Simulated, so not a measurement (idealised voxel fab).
process module | voxel released beams
cross-section cut | 270 nm wide | cells 5 nm
A cross-section is a grid of square cells, given in bands from the top down. A band is one or more rows of cells.
Each band's line starts with the height of the band's top and of its bottom, in nm. Then come its materials from left to right, each with its width in nm. One material with "throughout" fills the band from edge to edge. "air" is empty space.
Height 0 is the level under which the wafer as received is all one material. The lowest band goes on downwards, as in "0 down".
A width such as "30 to 40" changes by the same amount from each row of cells to the next, from the band's top row to its bottom row.
"no change" after a step means that no cell of the cross-section changed.
closed voids: empty space of 8 cells or more with no open way to the top, each as width x height at its distance from the left edge, in nm
after a step's settings: what the simulator itself notes on the step
overlay nm, on a step with a mask: how far to the right of its planned place the mask lay; to the left if negative
plan
1 op RECEIVE | material Si
2 op CONFORMAL_DEP | material Al2O3 | thk nm 5
3 op DIRECTIONAL_DEP | material SiO2 | thk nm 15
4 op DIRECTIONAL_DEP | material aC | thk nm 10
5 op PATTERN | tone open | mask id ANCHOR | material resist | width nm 35 | thk nm 30 | overlay nm 0
6 op DIRECTIONAL_ETCH | etch materials aC | depth nm 10
7 op STRIP | etch materials resist
8 op DIRECTIONAL_ETCH | etch materials SiO2 | depth nm 15
9 op STRIP | etch materials aC
10 op CONFORMAL_DEP | material SiN | thk nm 10
11 op DIRECTIONAL_DEP | material aC | thk nm 10
12 op PATTERN | tone cover | mask id BEAM | material resist | width nm 105 | thk nm 25 | overlay nm 0
13 op DIRECTIONAL_ETCH | etch materials aC | depth nm 10
14 op STRIP | etch materials resist
15 op DIRECTIONAL_ETCH | etch materials SiN | depth nm 10
16 op STRIP | etch materials aC
17 op STRIP | etch materials SiO2
as received, after step 1
  0 down: Si throughout
  closed voids: none
a wafer at the end: this start, this plan, one mistake
  25 to 15: air 80 | SiN 15 | air 15 | SiN 75 | air 85
  15 to 10: air 85 | SiN 10 | air 15 | SiN 10 | air 150
  10 to 0: air 85 | SiN 35 | air 150
  0 down: Si throughout
  closed voids: none
what went wrong: step 2 was left out
